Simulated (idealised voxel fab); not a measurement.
Herein follows the process module entitled voxel released beams.
Each square cell in cross-section cut measures 5 nm, and the section as a whole is 160 nm wide.
Notation: cross-section as square-cell grid; stated in bands, top first, going down; one or more cell rows per band. In this notation a band is specified by the heights of its top and bottom, in that order and in nm, after which its materials appear from left to right, each paired with its width in nm. The word "full width" attached to a single material means that material fills the band from edge to edge; the word "blank" stands for empty space. The reference from which all heights are counted is 0, the level beneath which the as-received wafer is entirely one material; the lowest band, having no lower bound, proceeds downward and is written after the example "0 and below". Think of "30->40" as a width that walks from the first number to the second as you go down the band, top row to bottom row, taking equal-sized steps from row to row. "no alterations made" after a step means that no cell of the cross-section changed. Empty spaces without an open route to the top, at least 8 cells in extent, make up the entry "Fully sealed cavities"; each is given as width x height at distance, where the distance is measured from the left edge, and all are in nm. It should be noted that, on the line of a given step, the content following the step's settings is a remark produced by the simulator itself with respect to that step. Each step line may optionally specify "overlay nm", which for a step with a mask gives the rightward distance between the mask's planned place and where it lay, a negative value indicating the leftward direction.
## Here's what the planned process steps look like
1. RECEIVE, material Si
2. CONFORMAL_DEP, material SiN, thk nm 10
3. DIRECTIONAL_DEP, material SiO2, thk nm 15
4. PATTERN, tone open, mask id ANCHOR, material resist, width nm 40, thk nm 20, overlay nm 0
5. DIRECTIONAL_ETCH, etch materials SiO2, depth nm 15
6. STRIP, etch materials resist
7. CONFORMAL_DEP, material TiN, thk nm 15
8. PATTERN, tone cover, mask id BEAM, material resist, width nm 90, thk nm 15, overlay nm 0
9. DIRECTIONAL_ETCH, etch materials TiN, depth nm 5
10. STRIP, etch materials resist
11. STRIP, etch materials SiO2
Heads up: all these wafers start the same, and what changes between them is the depth nm in step 9. The value you see in the plan is just what the first wafer got.
## As-received state after step 1, first of several wafers, cross-section
* 0 and below | Si full width
* Fully sealed cavities: none
## Below: a row per wafer. Contents at end of module: for every material, cells gained since receipt (+) or lost since receipt (-); then closed voids
depth nm 5; +64 SiN; +72 SiO2; +100 TiN; Fully sealed cavities: none
depth nm 10; +64 SiN; +72 SiO2; +86 TiN; Fully sealed cavities: none
depth nm 15; +64 SiN; +72 TiN; Fully sealed cavities: none
depth nm 20; +64 SiN; +72 TiN; Fully sealed cavities: none
depth nm 25; +64 SiN; +72 TiN; Fully sealed cavities: none
depth nm 30; +64 SiN; +72 TiN; Fully sealed cavities: none
